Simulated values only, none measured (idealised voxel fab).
process module | voxel transistor to metal
cross-section cut | 275 nm wide | cells 5 nm
A cross-section is a grid of square cells, given in bands from the top down. A band is one or more rows of cells.
Each band's line starts with the height of the band's top and of its bottom, in nm. Then come its materials from left to right, each with its width in nm. One material with "throughout" fills the band from edge to edge. "air" is empty space.
Height 0 is the level under which the wafer as received is all one material. The lowest band goes on downwards, as in "0 down".
A width such as "30 to 40" changes by the same amount from each row of cells to the next, from the band's top row to its bottom row.
"no change" after a step means that no cell of the cross-section changed.
closed voids: empty space of 8 cells or more with no open way to the top, each as width x height at its distance from the left edge, in nm
after a step's settings: what the simulator itself notes on the step
overlay nm, on a step with a mask: how far to the right of its planned place the mask lay; to the left if negative
plan
1 op RECEIVE | material Si
2 op CONFORMAL_DEP | material SiO2 | thk nm 5
3 op CONFORMAL_DEP | material SiN | thk nm 15
4 op DIRECTIONAL_DEP | material aC | thk nm 10
5 op PATTERN | tone cover | mask id ACTIVE | material resist | width nm 95 | pitch nm 120 | thk nm 25 | overlay nm 0
6 op DIRECTIONAL_ETCH | etch materials aC | depth nm 10
7 op STRIP | etch materials resist
8 op DIRECTIONAL_ETCH | etch materials SiN | depth nm 15
9 op DIRECTIONAL_ETCH | etch materials SiO2 | depth nm 5
10 op DIRECTIONAL_ETCH | etch materials Si | depth nm 25
11 op STRIP | etch materials aC
12 op OXIDIZE | depth nm 5
13 op FILL_DEP | material SiO2 | thk nm 15
14 op CMP | height nm 20
15 op SELECTIVE_ETCH | etch materials SiO2 | depth nm 10
16 op STRIP | etch materials SiN
17 op SELECTIVE_ETCH | etch materials SiO2 | depth nm 5
18 op OXIDIZE | depth nm 5
19 op DIRECTIONAL_DEP | material polySi | thk nm 30
20 op DIRECTIONAL_DEP | material SiCN | thk nm 15
21 op DIRECTIONAL_DEP | material aC | thk nm 15
22 op PATTERN | tone cover | mask id GATE | material resist | width nm 25 | pitch nm 120 | thk nm 30 | overlay nm 0
23 op DIRECTIONAL_ETCH | etch materials aC | depth nm 15
24 op STRIP | etch materials resist
25 op DIRECTIONAL_ETCH | etch materials SiCN | depth nm 25
26 op DIRECTIONAL_ETCH | etch materials polySi | depth nm 40
27 op STRIP | etch materials aC
28 op CONFORMAL_DEP | material SiO2 | thk nm 5
29 op DIRECTIONAL_ETCH | etch materials SiO2 | depth nm 5
30 op CONFORMAL_DEP | material SiN | thk nm 5
31 op DIRECTIONAL_ETCH | etch materials SiN | depth nm 5
32 op DIRECTIONAL_ETCH | etch materials SiO2 | depth nm 5
33 op EPI | material pSi | thk nm 5
34 op FILL_DEP | material SiO2 | thk nm 5
35 op CMP | height nm 30
36 op STRIP | etch materials polySi
37 op SELECTIVE_ETCH | etch materials SiO2 | depth nm 5
38 op CONFORMAL_DEP | material HfO2 | thk nm 5
39 op CONFORMAL_DEP | material TiN | thk nm 5
40 op FILL_DEP | material W | thk nm 10
41 op CMP | height nm 25
42 op DIRECTIONAL_DEP | material SiO2 | thk nm 15
43 op DIRECTIONAL_DEP | material aC | thk nm 15
44 op PATTERN | tone open | mask id CONTACT | material resist | width nm 15 | thk nm 30 | overlay nm 0
45 op DIRECTIONAL_ETCH | etch materials aC | depth nm 15
46 op STRIP | etch materials resist
47 op DIRECTIONAL_ETCH | etch materials SiO2 | depth nm 40
48 op STRIP | etch materials aC
49 op CONFORMAL_DEP | material TiN | thk nm 5
50 op FILL_DEP | material W | thk nm 5
51 op CMP | height nm 40
52 op CONFORMAL_DEP | material SiN | thk nm 5
53 op DIRECTIONAL_DEP | material SiO2 | thk nm 20
54 op PATTERN | tone open | mask id METAL_1 | material resist | width nm 15 | thk nm 15 | overlay nm 0
55 op DIRECTIONAL_ETCH | etch materials SiO2 | depth nm 20
56 op DIRECTIONAL_ETCH | etch materials SiN | depth nm 5
57 op STRIP | etch materials resist
58 op CONFORMAL_DEP | material TiN | thk nm 5
59 op FILL_DEP | material Cu | thk nm 5
60 op CMP | height nm 65
61 op CONFORMAL_DEP | material SiCN | thk nm 5
62 op DIRECTIONAL_DEP | material lowk | thk nm 30
63 op MASKED_ETCH | tone open | mask id METAL_2 | width nm 15 | pitch nm 120 | etch materials lowk | depth nm 20 | overlay nm 0
64 op PATTERN | tone open | mask id METAL_2_HOLES | material resist | width nm 15 | pitch nm 120 | thk nm 20 | overlay nm 0
65 op DIRECTIONAL_ETCH | etch materials lowk | depth nm 10
66 op DIRECTIONAL_ETCH | etch materials SiCN | depth nm 5
67 op STRIP | etch materials resist
68 op CONFORMAL_DEP | material TiN | thk nm 5
69 op FILL_DEP | material Cu | thk nm 10
70 op CMP | height nm 100
71 op CONFORMAL_DEP | material SiN | thk nm 5
as received, after step 1
  0 down: Si throughout
  closed voids: none
first wafer at the end, as planned
  105 to 100: SiN throughout
  100 to 70: lowk 35 | TiN 5 | Cu 5 | TiN 5 | lowk 105 | TiN 5 | Cu 5 | TiN 5 | lowk 105
  70 to 65: SiCN 35 | TiN 15 | SiCN 105 | TiN 15 | SiCN 105
  65 to 45: SiO2 35 | TiN 5 | Cu 5 | TiN 5 | SiO2 55 | TiN 5 | Cu 5 | TiN 5 | SiO2 35 | TiN 5 | Cu 5 | TiN 5 | SiO2 55 | TiN 5 | Cu 5 | TiN 5 | SiO2 35
  45 to 40: SiN 35 | TiN 15 | SiN 55 | TiN 15 | SiN 35 | TiN 15 | SiN 55 | TiN 15 | SiN 35
  40 to 25: SiO2 35 | TiN 5 | W 5 | TiN 5 | SiO2 55 | TiN 5 | W 5 | TiN 5 | SiO2 35 | TiN 5 | W 5 | TiN 5 | SiO2 55 | TiN 5 | W 5 | TiN 5 | SiO2 35
  25 to 5: SiO2 35 | TiN 5 | W 5 | TiN 5 | SiO2 5 | SiN 5 | HfO2 5 | TiN 5 | W 15 | TiN 5 | HfO2 5 | SiN 5 | SiO2 5 | TiN 5 | W 5 | TiN 5 | SiO2 35 | TiN 5 | W 5 | TiN 5 | SiO2 5 | SiN 5 | HfO2 5 | TiN 5 | W 15 | TiN 5 | HfO2 5 | SiN 5 | SiO2 5 | TiN 5 | W 5 | TiN 5 | SiO2 35
  5 to 0: SiO2 30 | SiN 5 | TiN 15 | SiO2 5 | SiN 5 | HfO2 5 | TiN 25 | HfO2 5 | SiN 5 | SiO2 5 | TiN 15 | SiN 5 | SiO2 25 | SiN 5 | TiN 15 | SiO2 5 | SiN 5 | HfO2 5 | TiN 25 | HfO2 5 | SiN 5 | SiO2 5 | TiN 15 | SiN 5 | SiO2 30
  0 to -5: SiO2 35 | pSi 20 | SiO2 5 | HfO2 35 | SiO2 5 | pSi 20 | SiO2 35 | pSi 20 | SiO2 5 | HfO2 35 | SiO2 5 | pSi 20 | SiO2 35
  -5 to -30: SiO2 35 | Si 85 | SiO2 35 | Si 85 | SiO2 35
  -30 down: Si throughout
  closed voids: none
second wafer at the end: like start, like plan, one mistake
  105 to 100: SiN throughout
  100 to 90: lowk 35 | TiN 5 | Cu 10 to 5 | TiN 5 to 10 | lowk 100 | TiN 5 | Cu 10 to 5 | TiN 5 to 10 | lowk 100
  90 to 85: lowk 35 | TiN 5 | Cu 5 | TiN 5 | lowk 105 | TiN 5 | Cu 5 | TiN 5 | lowk 105
  85 to 80: lowk 35 | TiN 15 | lowk 105 | TiN 15 | lowk 105
  80 to 70: lowk 40 | TiN 10 | lowk 110 | TiN 10 | lowk 105
  70 to 65: SiCN 40 | TiN 10 | SiCN 110 | TiN 10 | SiCN 105
  65 to 45: SiO2 35 | TiN 5 | Cu 5 | TiN 5 | SiO2 55 | TiN 5 | Cu 5 | TiN 5 | SiO2 35 | TiN 5 | Cu 5 | TiN 5 | SiO2 55 | TiN 5 | Cu 5 | TiN 5 | SiO2 35
  45 to 40: SiN 35 | TiN 15 | SiN 55 | TiN 15 | SiN 35 | TiN 15 | SiN 55 | TiN 15 | SiN 35
  40 to 25: SiO2 35 | TiN 5 | W 5 | TiN 5 | SiO2 55 | TiN 5 | W 5 | TiN 5 | SiO2 35 | TiN 5 | W 5 | TiN 5 | SiO2 55 | TiN 5 | W 5 | TiN 5 | SiO2 35
  25 to 5: SiO2 35 | TiN 5 | W 5 | TiN 5 | SiO2 5 | SiN 5 | HfO2 5 | TiN 5 | W 15 | TiN 5 | HfO2 5 | SiN 5 | SiO2 5 | TiN 5 | W 5 | TiN 5 | SiO2 35 | TiN 5 | W 5 | TiN 5 | SiO2 5 | SiN 5 | HfO2 5 | TiN 5 | W 15 | TiN 5 | HfO2 5 | SiN 5 | SiO2 5 | TiN 5 | W 5 | TiN 5 | SiO2 35
  5 to 0: SiO2 30 | SiN 5 | TiN 15 | SiO2 5 | SiN 5 | HfO2 5 | TiN 25 | HfO2 5 | SiN 5 | SiO2 5 | TiN 15 | SiN 5 | SiO2 25 | SiN 5 | TiN 15 | SiO2 5 | SiN 5 | HfO2 5 | TiN 25 | HfO2 5 | SiN 5 | SiO2 5 | TiN 15 | SiN 5 | SiO2 30
  0 to -5: SiO2 35 | pSi 20 | SiO2 5 | HfO2 35 | SiO2 5 | pSi 20 | SiO2 35 | pSi 20 | SiO2 5 | HfO2 35 | SiO2 5 | pSi 20 | SiO2 35
  -5 to -30: SiO2 35 | Si 85 | SiO2 35 | Si 85 | SiO2 35
  -30 down: Si throughout
  closed voids: none
what went wrong: step 64 ran as: op PATTERN | tone open | mask id METAL_2_HOLES | material resist | width nm 15 | pitch nm 120 | thk nm 20 | overlay nm 5
at the end the second wafer has, in cells: 4 fewer of Cu | 2 more of SiCN | 2 more of TiN
